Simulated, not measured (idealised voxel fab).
The process module presented herein is designated voxel self aligned contacts.
Section shown: cut. Width: 225 nm. Cell size: 5 nm, square.
Heads up, the way a cross-section reads in here is a grid of square cells, handed over as bands from the top down, with every band being one or more rows of cells.
For a band, the entry starts with two heights in nm, that of the top and then that of the bottom, and carries on with the band's materials in order from left to right, each alongside its width in nm; the word "full width" beside a single material means it fills the band edge to edge, and "empty" means empty space.
Height datum 0, below which the as-received substrate wafer is one material. Lowest band open at the bottom, running downward: "top 0, no bottom".
The width entry "30 to 40" should be interpreted row by row: the top row of cells in the band takes the first number, the bottom row takes the second number, and the change between adjacent rows is uniform throughout.
The designation "no modifications", where it is given for a processing step, indicates that no cell of the cross-section was altered in the course of that step.
Each empty space that has no open way to the top and spans at least 8 cells appears under "Closed void listing" as width x height at distance, the distance counted from the left edge, all in nm.
Text after the settings on a step's line: the simulator's own remark on that step.
"overlay nm" answers the question of how far to the right of plan the mask lay on a step that has a mask, and when it is negative the answer is to the left.

PROCESS STEPS (PLANNED)
1 RECEIVE | material Si
2 OXIDIZE | depth nm 5
3 DIRECTIONAL_DEP | material polySi | thk nm 20
4 DIRECTIONAL_DEP | material SiN | thk nm 20
5 DIRECTIONAL_DEP | material aC | thk nm 10
6 PATTERN | tone cover | mask id GATE | material resist | width nm 25 | pitch nm 50 | thk nm 30 | overlay nm 0
7 DIRECTIONAL_ETCH | etch materials aC | depth nm 10
8 STRIP | etch materials resist
9 DIRECTIONAL_ETCH | etch materials SiN | depth nm 20
10 DIRECTIONAL_ETCH | etch materials polySi | depth nm 20
11 STRIP | etch materials aC
12 CONFORMAL_DEP | material SiN | thk nm 5
13 DIRECTIONAL_ETCH | etch materials SiN | depth nm 5
14 FILL_DEP | material SiO2 | thk nm 15
15 CMP | height nm 50
16 PATTERN | tone open | mask id CONTACT | material resist | width nm 35 | pitch nm 50 | thk nm 20 | overlay nm 0
17 DIRECTIONAL_ETCH | etch materials SiO2 | depth nm 55
18 STRIP | etch materials resist
19 CONFORMAL_DEP | material TiN | thk nm 5
20 FILL_DEP | material Ru | thk nm 5
21 CMP | height nm 50
22 CONFORMAL_DEP | material SiCN | thk nm 5

FIRST WAFER, TWO IN TOTAL, RUN AS PLANNED

SO THIS IS THE INCOMING WAFER IN CROSS-SECTION - IT'S ALREADY BEEN THROUGH STEP 1
- top 0, no bottom: Si full width
- Closed void listing: none

WAFER AFTER STEP 2 (CROSS-SECTION)
- top 0, bottom -5: SiO2 full width
- Under -5: no change, same as before.

WAFER AFTER STEP 3 (CROSS-SECTION)
- top 20, bottom 0: polySi full width
- Under 0: no change, same as before.

WAFER AFTER STEP 4 (CROSS-SECTION)
- top 40, bottom 20: SiN full width
- Under 20: no change, same as before.

WAFER AFTER STEP 5 (CROSS-SECTION)
- top 50, bottom 40: aC full width
- Under 40: no change, same as before.

WAFER AFTER STEP 6 (CROSS-SECTION)
- top 80, bottom 50: 50 empty / 25 resist / 25 empty / 25 resist / 25 empty / 25 resist / 50 empty
- Under 50: no change, same as before.

WAFER AFTER STEP 7 (CROSS-SECTION)
- top 70, bottom 50: 50 empty / 25 resist / 25 empty / 25 resist / 25 empty / 25 resist / 50 empty
- top 50, bottom 40: 50 empty / 25 aC / 25 empty / 25 aC / 25 empty / 25 aC / 50 empty
- Under 40: no change, same as before.

WAFER AFTER STEP 8 (CROSS-SECTION)
- top 50, bottom 40: 50 empty / 25 aC / 25 empty / 25 aC / 25 empty / 25 aC / 50 empty
- Under 40: no change, same as before.

WAFER AFTER STEP 9 (CROSS-SECTION)
- top 50, bottom 40: 50 empty / 25 aC / 25 empty / 25 aC / 25 empty / 25 aC / 50 empty
- top 40, bottom 20: 50 empty / 25 SiN / 25 empty / 25 SiN / 25 empty / 25 SiN / 50 empty
- Under 20: no change, same as before.

WAFER AFTER STEP 10 (CROSS-SECTION)
- top 50, bottom 40: 50 empty / 25 aC / 25 empty / 25 aC / 25 empty / 25 aC / 50 empty
- top 40, bottom 20: 50 empty / 25 SiN / 25 empty / 25 SiN / 25 empty / 25 SiN / 50 empty
- top 20, bottom 0: 50 empty / 25 polySi / 25 empty / 25 polySi / 25 empty / 25 polySi / 50 empty
- Under 0: no change, same as before.

WAFER AFTER STEP 11 (CROSS-SECTION)
- top 40, bottom 20: 50 empty / 25 SiN / 25 empty / 25 SiN / 25 empty / 25 SiN / 50 empty
- Under 20: no change, same as before.

WAFER AFTER STEP 12 (CROSS-SECTION)
- top 45, bottom 20: 45 empty / 35 SiN / 15 empty / 35 SiN / 15 empty / 35 SiN / 45 empty
- top 20, bottom 5: 45 empty / 5 SiN / 25 polySi / 5 SiN / 15 empty / 5 SiN / 25 polySi / 5 SiN / 15 empty / 5 SiN / 25 polySi / 5 SiN / 45 empty
- top 5, bottom 0: 50 SiN / 25 polySi / 25 SiN / 25 polySi / 25 SiN / 25 polySi / 50 SiN
- Under 0: no change, same as before.

WAFER AFTER STEP 13 (CROSS-SECTION)
- top 40, bottom 20: 45 empty / 35 SiN / 15 empty / 35 SiN / 15 empty / 35 SiN / 45 empty
- top 20, bottom 0: 45 empty / 5 SiN / 25 polySi / 5 SiN / 15 empty / 5 SiN / 25 polySi / 5 SiN / 15 empty / 5 SiN / 25 polySi / 5 SiN / 45 empty
- Under 0: no change, same as before.

WAFER AFTER STEP 14 (CROSS-SECTION)
- top 55, bottom 40: SiO2 full width
- top 40, bottom 20: 45 SiO2 / 35 SiN / 15 SiO2 / 35 SiN / 15 SiO2 / 35 SiN / 45 SiO2
- top 20, bottom 0: 45 SiO2 / 5 SiN / 25 polySi / 5 SiN / 15 SiO2 / 5 SiN / 25 polySi / 5 SiN / 15 SiO2 / 5 SiN / 25 polySi / 5 SiN / 45 SiO2
- Under 0: no change, same as before.

WAFER AFTER STEP 15 (CROSS-SECTION)
- top 50, bottom 40: SiO2 full width
- Under 40: no change, same as before.

WAFER AFTER STEP 16 (CROSS-SECTION)
- top 70, bottom 50: 70 resist / 35 empty / 15 resist / 35 empty / 70 resist
- Under 50: no change, same as before.

WAFER AFTER STEP 17 (CROSS-SECTION)
- top 70, bottom 50: 70 resist / 35 empty / 15 resist / 35 empty / 70 resist
- top 50, bottom 40: 70 SiO2 / 35 empty / 15 SiO2 / 35 empty / 70 SiO2
- top 40, bottom 20: 45 SiO2 / 35 SiN / 15 empty / 35 SiN / 15 empty / 35 SiN / 45 SiO2
- top 20, bottom 0: 45 SiO2 / 5 SiN / 25 polySi / 5 SiN / 15 empty / 5 SiN / 25 polySi / 5 SiN / 15 empty / 5 SiN / 25 polySi / 5 SiN / 45 SiO2
- top 0, bottom -5: 80 SiO2 / 15 empty / 35 SiO2 / 15 empty / 80 SiO2
- Under -5: no change, same as before.

WAFER AFTER STEP 18 (CROSS-SECTION)
- top 50, bottom 40: 70 SiO2 / 35 empty / 15 SiO2 / 35 empty / 70 SiO2
- Under 40: no change, same as before.

WAFER AFTER STEP 19 (CROSS-SECTION)
- top 55, bottom 50: 75 TiN / 25 empty / 25 TiN / 25 empty / 75 TiN
- top 50, bottom 40: 70 SiO2 / 5 to 15 TiN / 25 to 5 empty / 5 to 15 TiN / 15 SiO2 / 5 to 15 TiN / 25 to 5 empty / 5 to 15 TiN / 70 SiO2
- top 40, bottom 20: 45 SiO2 / 35 SiN / 5 TiN / 5 empty / 5 TiN / 35 SiN / 5 TiN / 5 empty / 5 TiN / 35 SiN / 45 SiO2
- top 20, bottom 0: 45 SiO2 / 5 SiN / 25 polySi / 5 SiN / 5 TiN / 5 empty / 5 TiN / 5 SiN / 25 polySi / 5 SiN / 5 TiN / 5 empty / 5 TiN / 5 SiN / 25 polySi / 5 SiN / 45 SiO2
- top 0, bottom -5: 80 SiO2 / 15 TiN / 35 SiO2 / 15 TiN / 80 SiO2
- Under -5: no change, same as before.

WAFER AFTER STEP 20 (CROSS-SECTION)
- top 60, bottom 55: Ru full width
- top 55, bottom 50: 75 TiN / 25 Ru / 25 TiN / 25 Ru / 75 TiN
- top 50, bottom 40: 70 SiO2 / 5 to 15 TiN / 25 to 5 Ru / 5 to 15 TiN / 15 SiO2 / 5 to 15 TiN / 25 to 5 Ru / 5 to 15 TiN / 70 SiO2
- top 40, bottom 20: 45 SiO2 / 35 SiN / 5 TiN / 5 Ru / 5 TiN / 35 SiN / 5 TiN / 5 Ru / 5 TiN / 35 SiN / 45 SiO2
- top 20, bottom 0: 45 SiO2 / 5 SiN / 25 polySi / 5 SiN / 5 TiN / 5 Ru / 5 TiN / 5 SiN / 25 polySi / 5 SiN / 5 TiN / 5 Ru / 5 TiN / 5 SiN / 25 polySi / 5 SiN / 45 SiO2
- Under 0: no change, same as before.

WAFER AFTER STEP 21 (CROSS-SECTION)
- top 50, bottom 40: 70 SiO2 / 5 to 15 TiN / 25 to 5 Ru / 5 to 15 TiN / 15 SiO2 / 5 to 15 TiN / 25 to 5 Ru / 5 to 15 TiN / 70 SiO2
- Under 40: no change, same as before.

WAFER AFTER STEP 22 (CROSS-SECTION)
- top 55, bottom 50: SiCN full width
- Under 50: no change, same as before.

SECOND WAFER - SHARED START AND PLAN WITH THE FIRST - ONE ERROR IN RUNNING - SAME AS THE FIRST UP TO STEP 15 INCLUSIVE

CROSS-SECTION: SECOND WAFER, TIME AT WHICH STEP 16 WAS SCHEDULED TO END
- top 70, bottom 50: 70 empty / 35 resist / 15 empty / 35 resist / 70 empty
- Under 50: no change, same as before.

CROSS-SECTION: SECOND WAFER, TIME AT WHICH STEP 17 WAS SCHEDULED TO END
- top 70, bottom 50: 70 empty / 35 resist / 15 empty / 35 resist / 70 empty
- top 50, bottom 40: 70 empty / 35 SiO2 / 15 empty / 35 SiO2 / 70 empty
- top 40, bottom 20: 45 empty / 35 SiN / 15 SiO2 / 35 SiN / 15 SiO2 / 35 SiN / 45 empty
- top 20, bottom 0: 45 empty / 5 SiN / 25 polySi / 5 SiN / 15 SiO2 / 5 SiN / 25 polySi / 5 SiN / 15 SiO2 / 5 SiN / 25 polySi / 5 SiN / 45 empty
- top 0, bottom -5: 45 empty / 135 SiO2 / 45 empty
- Under -5: no change, same as before.

CROSS-SECTION: SECOND WAFER, TIME AT WHICH STEP 18 WAS SCHEDULED TO END
- top 50, bottom 40: 70 empty / 35 SiO2 / 15 empty / 35 SiO2 / 70 empty
- Under 40: no change, same as before.

CROSS-SECTION: SECOND WAFER, TIME AT WHICH STEP 19 WAS SCHEDULED TO END
- top 55, bottom 50: 65 empty / 45 TiN / 5 empty / 45 TiN / 65 empty
- top 50, bottom 45: 65 empty / 5 TiN / 35 SiO2 / 5 TiN / 5 empty / 5 TiN / 35 SiO2 / 5 TiN / 65 empty
- top 45, bottom 40: 40 empty / 30 TiN / 35 SiO2 / 15 TiN / 35 SiO2 / 30 TiN / 40 empty
- top 40, bottom 20: 40 empty / 5 TiN / 35 SiN / 15 SiO2 / 35 SiN / 15 SiO2 / 35 SiN / 5 TiN / 40 empty
- top 20, bottom 0: 40 empty / 5 TiN / 5 SiN / 25 polySi / 5 SiN / 15 SiO2 / 5 SiN / 25 polySi / 5 SiN / 15 SiO2 / 5 SiN / 25 polySi / 5 SiN / 5 TiN / 40 empty
- top 0, bottom -5: 45 TiN / 135 SiO2 / 45 TiN
- Under -5: no change, same as before.

CROSS-SECTION: SECOND WAFER, TIME AT WHICH STEP 20 WAS SCHEDULED TO END
- top 60, bottom 55: Ru full width
- top 55, bottom 50: 65 Ru / 45 TiN / 5 Ru / 45 TiN / 65 Ru
- top 50, bottom 45: 65 Ru / 5 TiN / 35 SiO2 / 5 TiN / 5 Ru / 5 TiN / 35 SiO2 / 5 TiN / 65 Ru
- top 45, bottom 40: 40 Ru / 30 TiN / 35 SiO2 / 15 TiN / 35 SiO2 / 30 TiN / 40 Ru
- top 40, bottom 20: 40 Ru / 5 TiN / 35 SiN / 15 SiO2 / 35 SiN / 15 SiO2 / 35 SiN / 5 TiN / 40 Ru
- top 20, bottom 0: 40 Ru / 5 TiN / 5 SiN / 25 polySi / 5 SiN / 15 SiO2 / 5 SiN / 25 polySi / 5 SiN / 15 SiO2 / 5 SiN / 25 polySi / 5 SiN / 5 TiN / 40 Ru
- Under 0: no change, same as before.

CROSS-SECTION: SECOND WAFER, TIME AT WHICH STEP 21 WAS SCHEDULED TO END
- top 50, bottom 45: 65 Ru / 5 TiN / 35 SiO2 / 5 TiN / 5 Ru / 5 TiN / 35 SiO2 / 5 TiN / 65 Ru
- Under 45: no change, same as before.

CROSS-SECTION: SECOND WAFER, TIME AT WHICH STEP 22 WAS SCHEDULED TO END
- top 55, bottom 50: SiCN full width
- Under 50: no change, same as before.
Against the plan, the run slipped here: step 16 did not happen as planned, as run it was PATTERN | tone cover | mask id CONTACT | material resist | width nm 35 | pitch nm 50 | thk nm 20 | overlay nm 0
Wafer comparison, final, in cells, second relative to first, materials more or fewer: +143 Ru | -142 SiO2 | -1 TiN
